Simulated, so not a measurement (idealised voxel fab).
The name of this process module is voxel capacitor over wiring.
For reference, the cross-section in this document is cut, with width 275 nm and square cells of 5 nm.
Heads up, the way a cross-section reads in here is a grid of square cells, handed over as bands from the top down, with every band being one or more rows of cells.
Basically the band line says how high the top is and how high the bottom is, in nm, and then what's in it from left to right, every material with its width in nm. Empty space shows up as "empty", and if a single material carries "everywhere" it runs the full band edge to edge.
Below 0: as-received wafer, all one material; heights counted from there. Lowest band: no bottom, goes on down, written "0 nm and below".
When a width is written as two numbers, as in "30->40", the first number is the width in the top row of cells of the band and the second is the width in its bottom row, and the width changes by the same amount from each row to the next.
"no modifications" means the step left every cell of the cross-section as it was.
Under "Sealed void inventory" you'll find the enclosed gaps, the ones with no way out to the top, that are 8 cells or bigger; each reads width x height at distance, with distance counted from the left edge, everything in nm.
Whatever follows a step's settings on its line is a remark the simulator itself makes about that step.
"overlay nm" on a masked step: distance the mask lay right of its planned place, negative for left.

**List of planned process steps**
- 1: RECEIVE [material Si]
- 2: CONFORMAL_DEP [material SiO2] [thk nm 10]
- 3: DIRECTIONAL_DEP [material TiN] [thk nm 5]
- 4: DIRECTIONAL_DEP [material W] [thk nm 15]
- 5: DIRECTIONAL_DEP [material aC] [thk nm 15]
- 6: PATTERN [tone cover] [mask id METAL_1] [material resist] [width nm 25] [pitch nm 80] [thk nm 35] [overlay nm 0]
- 7: DIRECTIONAL_ETCH [etch materials aC] [depth nm 15]
- 8: STRIP [etch materials resist]
- 9: DIRECTIONAL_ETCH [etch materials W] [depth nm 15]
- 10: DIRECTIONAL_ETCH [etch materials TiN] [depth nm 5]
- 11: STRIP [etch materials aC]
- 12: CONFORMAL_DEP [material SiCN] [thk nm 5]
- 13: FILL_DEP [material SiO2] [thk nm 10]
- 14: CMP [height nm 30]
- 15: CONFORMAL_DEP [material SiCN] [thk nm 5]
- 16: DIRECTIONAL_DEP [material SiO2] [thk nm 10]
- 17: MASKED_ETCH [tone open] [mask id PLUG_1] [width nm 15] [etch materials SiO2] [depth nm 10] [overlay nm 0]
- 18: MASKED_ETCH [tone open] [mask id PLUG_1] [width nm 15] [etch materials SiCN] [depth nm 5] [overlay nm 0]
- 19: EPI [material Ru] [thk nm 10]
- 20: EPI [material Ru] [thk nm 5]
- 21: DIRECTIONAL_DEP [material TiN] [thk nm 10]
- 22: DIRECTIONAL_DEP [material HfO2] [thk nm 5]
- 23: DIRECTIONAL_DEP [material TiN] [thk nm 5]
- 24: DIRECTIONAL_DEP [material aC] [thk nm 15]
- 25: PATTERN [tone cover] [mask id UPPER_PLATE] [material resist] [width nm 60] [thk nm 30] [overlay nm 0]
- 26: DIRECTIONAL_ETCH [etch materials aC] [depth nm 15]
- 27: STRIP [etch materials resist]
- 28: DIRECTIONAL_ETCH [etch materials TiN] [depth nm 5]
- 29: DIRECTIONAL_ETCH [etch materials HfO2] [depth nm 5]
- 30: STRIP [etch materials aC]
- 31: MASKED_ETCH [tone cover] [mask id LOWER_PLATE] [width nm 70] [etch materials TiN] [depth nm 10] [overlay nm 0]
- 32: FILL_DEP [material SiO2] [thk nm 20]
- 33: CMP [height nm 80]
- 34: DIRECTIONAL_DEP [material aC] [thk nm 10]
- 35: PATTERN [tone open] [mask id PLUG_2] [material resist] [width nm 15] [thk nm 30] [overlay nm 0]
- 36: DIRECTIONAL_ETCH [etch materials aC] [depth nm 10]
- 37: STRIP [etch materials resist]
- 38: DIRECTIONAL_ETCH [etch materials SiO2] [depth nm 15]
- 39: STRIP [etch materials aC]
- 40: CONFORMAL_DEP [material TiN] [thk nm 5]
- 41: FILL_DEP [material W] [thk nm 5]
- 42: CMP [height nm 80]
- 43: CONFORMAL_DEP [material SiCN] [thk nm 5]

**First of two wafers, with the run carried out as planned**

**Wafer cross-section on receipt, i.e. after step 1**
0 nm and below = Si everywhere
Sealed void inventory: none

**Cross-sectional representation of the wafer at the conclusion of step 2**
10 nm to 0 nm = SiO2 everywhere
All layers under 0 are left as they were.

**Cross-sectional representation of the wafer at the conclusion of step 3**
15 nm to 10 nm = TiN everywhere
All layers under 10 are left as they were.

**Cross-sectional representation of the wafer at the conclusion of step 4**
30 nm to 15 nm = W everywhere
All layers under 15 are left as they were.

**Cross-sectional representation of the wafer at the conclusion of step 5**
45 nm to 30 nm = aC everywhere
All layers under 30 are left as they were.

**Cross-sectional representation of the wafer at the conclusion of step 6**
80 nm to 45 nm = 85 empty, then 25 resist, then 55 empty, then 25 resist, then 85 empty
All layers under 45 are left as they were.

**Cross-sectional representation of the wafer at the conclusion of step 7**
65 nm to 45 nm = 85 empty, then 25 resist, then 55 empty, then 25 resist, then 85 empty
45 nm to 30 nm = 85 empty, then 25 aC, then 55 empty, then 25 aC, then 85 empty
All layers under 30 are left as they were.

**Cross-sectional representation of the wafer at the conclusion of step 8**
45 nm to 30 nm = 85 empty, then 25 aC, then 55 empty, then 25 aC, then 85 empty
All layers under 30 are left as they were.

**Cross-sectional representation of the wafer at the conclusion of step 9**
45 nm to 30 nm = 85 empty, then 25 aC, then 55 empty, then 25 aC, then 85 empty
30 nm to 15 nm = 85 empty, then 25 W, then 55 empty, then 25 W, then 85 empty
All layers under 15 are left as they were.

**Cross-sectional representation of the wafer at the conclusion of step 10**
45 nm to 30 nm = 85 empty, then 25 aC, then 55 empty, then 25 aC, then 85 empty
30 nm to 15 nm = 85 empty, then 25 W, then 55 empty, then 25 W, then 85 empty
15 nm to 10 nm = 85 empty, then 25 TiN, then 55 empty, then 25 TiN, then 85 empty
All layers under 10 are left as they were.

**Cross-sectional representation of the wafer at the conclusion of step 11**
30 nm to 15 nm = 85 empty, then 25 W, then 55 empty, then 25 W, then 85 empty
All layers under 15 are left as they were.

**Cross-sectional representation of the wafer at the conclusion of step 12**
35 nm to 30 nm = 80 empty, then 35 SiCN, then 45 empty, then 35 SiCN, then 80 empty
30 nm to 15 nm = 80 empty, then 5 SiCN, then 25 W, then 5 SiCN, then 45 empty, then 5 SiCN, then 25 W, then 5 SiCN, then 80 empty
15 nm to 10 nm = 85 SiCN, then 25 TiN, then 55 SiCN, then 25 TiN, then 85 SiCN
All layers under 10 are left as they were.

**Cross-sectional representation of the wafer at the conclusion of step 13**
45 nm to 35 nm = SiO2 everywhere
35 nm to 30 nm = 80 SiO2, then 35 SiCN, then 45 SiO2, then 35 SiCN, then 80 SiO2
30 nm to 15 nm = 80 SiO2, then 5 SiCN, then 25 W, then 5 SiCN, then 45 SiO2, then 5 SiCN, then 25 W, then 5 SiCN, then 80 SiO2
All layers under 15 are left as they were.

**Cross-sectional representation of the wafer at the conclusion of step 14**
30 nm to 15 nm = 80 SiO2, then 5 SiCN, then 25 W, then 5 SiCN, then 45 SiO2, then 5 SiCN, then 25 W, then 5 SiCN, then 80 SiO2
All layers under 15 are left as they were.

**Cross-sectional representation of the wafer at the conclusion of step 15**
35 nm to 30 nm = SiCN everywhere
All layers under 30 are left as they were.

**Cross-sectional representation of the wafer at the conclusion of step 16**
45 nm to 35 nm = SiO2 everywhere
All layers under 35 are left as they were.

**Cross-sectional representation of the wafer at the conclusion of step 17**
45 nm to 35 nm = 95 SiO2, then 15 empty, then 165 SiO2
All layers under 35 are left as they were.

**Cross-sectional representation of the wafer at the conclusion of step 18**
45 nm to 35 nm = 95 SiO2, then 15 empty, then 165 SiO2
35 nm to 30 nm = 95 SiCN, then 15 empty, then 165 SiCN
All layers under 30 are left as they were.

**Cross-sectional representation of the wafer at the conclusion of step 19**
45 nm to 40 nm = 95 SiO2, then 15 empty, then 165 SiO2
40 nm to 35 nm = 95 SiO2, then 15 Ru, then 165 SiO2
35 nm to 30 nm = 95 SiCN, then 15 Ru, then 165 SiCN
All layers under 30 are left as they were.

**Cross-sectional representation of the wafer at the conclusion of step 20**
45 nm to 35 nm = 95 SiO2, then 15 Ru, then 165 SiO2
All layers under 35 are left as they were.

**Cross-sectional representation of the wafer at the conclusion of step 21**
55 nm to 45 nm = TiN everywhere
All layers under 45 are left as they were.

**Cross-sectional representation of the wafer at the conclusion of step 22**
60 nm to 55 nm = HfO2 everywhere
All layers under 55 are left as they were.

**Cross-sectional representation of the wafer at the conclusion of step 23**
65 nm to 60 nm = TiN everywhere
All layers under 60 are left as they were.

**Cross-sectional representation of the wafer at the conclusion of step 24**
80 nm to 65 nm = aC everywhere
All layers under 65 are left as they were.

**Cross-sectional representation of the wafer at the conclusion of step 25**
110 nm to 80 nm = 95 empty, then 60 resist, then 120 empty
All layers under 80 are left as they were.

**Cross-sectional representation of the wafer at the conclusion of step 26**
95 nm to 80 nm = 95 empty, then 60 resist, then 120 empty
80 nm to 65 nm = 95 empty, then 60 aC, then 120 empty
All layers under 65 are left as they were.

**Cross-sectional representation of the wafer at the conclusion of step 27**
80 nm to 65 nm = 95 empty, then 60 aC, then 120 empty
All layers under 65 are left as they were.

**Cross-sectional representation of the wafer at the conclusion of step 28**
80 nm to 65 nm = 95 empty, then 60 aC, then 120 empty
65 nm to 60 nm = 95 empty, then 60 TiN, then 120 empty
All layers under 60 are left as they were.

**Cross-sectional representation of the wafer at the conclusion of step 29**
80 nm to 65 nm = 95 empty, then 60 aC, then 120 empty
65 nm to 60 nm = 95 empty, then 60 TiN, then 120 empty
60 nm to 55 nm = 95 empty, then 60 HfO2, then 120 empty
All layers under 55 are left as they were.

**Cross-sectional representation of the wafer at the conclusion of step 30**
65 nm to 60 nm = 95 empty, then 60 TiN, then 120 empty
All layers under 60 are left as they were.

**Cross-sectional representation of the wafer at the conclusion of step 31**
65 nm to 60 nm = 95 empty, then 60 TiN, then 120 empty
60 nm to 55 nm = 95 empty, then 60 HfO2, then 120 empty
55 nm to 45 nm = 90 empty, then 70 TiN, then 115 empty
All layers under 45 are left as they were.

**Cross-sectional representation of the wafer at the conclusion of step 32**
85 nm to 65 nm = SiO2 everywhere
65 nm to 60 nm = 95 SiO2, then 60 TiN, then 120 SiO2
60 nm to 55 nm = 95 SiO2, then 60 HfO2, then 120 SiO2
55 nm to 45 nm = 90 SiO2, then 70 TiN, then 115 SiO2
All layers under 45 are left as they were.

**Cross-sectional representation of the wafer at the conclusion of step 33**
80 nm to 65 nm = SiO2 everywhere
All layers under 65 are left as they were.

**Cross-sectional representation of the wafer at the conclusion of step 34**
90 nm to 80 nm = aC everywhere
All layers under 80 are left as they were.

**Cross-sectional representation of the wafer at the conclusion of step 35**
120 nm to 90 nm = 105 resist, then 15 empty, then 155 resist
All layers under 90 are left as they were.

**Cross-sectional representation of the wafer at the conclusion of step 36**
110 nm to 90 nm = 105 resist, then 15 empty, then 155 resist
90 nm to 80 nm = 105 aC, then 15 empty, then 155 aC
All layers under 80 are left as they were.

**Cross-sectional representation of the wafer at the conclusion of step 37**
90 nm to 80 nm = 105 aC, then 15 empty, then 155 aC
All layers under 80 are left as they were.

**Cross-sectional representation of the wafer at the conclusion of step 38**
90 nm to 80 nm = 105 aC, then 15 empty, then 155 aC
80 nm to 65 nm = 105 SiO2, then 15 empty, then 155 SiO2
All layers under 65 are left as they were.

**Cross-sectional representation of the wafer at the conclusion of step 39**
80 nm to 65 nm = 105 SiO2, then 15 empty, then 155 SiO2
All layers under 65 are left as they were.

**Cross-sectional representation of the wafer at the conclusion of step 40**
85 nm to 80 nm = 110 TiN, then 5 empty, then 160 TiN
80 nm to 70 nm = 105 SiO2, then 5 TiN, then 5 empty, then 5 TiN, then 155 SiO2
70 nm to 60 nm = 105->95 SiO2, then 15->60 TiN, then 155->120 SiO2
All layers under 60 are left as they were.

**Cross-sectional representation of the wafer at the conclusion of step 41**
90 nm to 85 nm = W everywhere
85 nm to 80 nm = 110 TiN, then 5 W, then 160 TiN
80 nm to 70 nm = 105 SiO2, then 5 TiN, then 5 W, then 5 TiN, then 155 SiO2
All layers under 70 are left as they were.

**Cross-sectional representation of the wafer at the conclusion of step 42**
80 nm to 70 nm = 105 SiO2, then 5 TiN, then 5 W, then 5 TiN, then 155 SiO2
All layers under 70 are left as they were.

**Cross-sectional representation of the wafer at the conclusion of step 43**
85 nm to 80 nm = SiCN everywhere
All layers under 80 are left as they were.

**Second Wafer (Identical Start and Plan, One Processing Error; Matches First Wafer Through Step 41)**

**Planned end of step 42: second wafer, cross-section**
85 nm to 80 nm = 110 TiN, then 5 W, then 160 TiN
All layers under 80 are left as they were.

**Planned end of step 43: second wafer, cross-section**
90 nm to 85 nm = SiCN everywhere
All layers under 85 are left as they were.
In executing the process, a mistake was made relative to the plan: step 42: run off-plan, actual operation and settings CMP [height nm 85]
Heads up, by the end the second wafer has more or fewer cells of some materials compared to the first: TiN: 54 more; W: 1 more
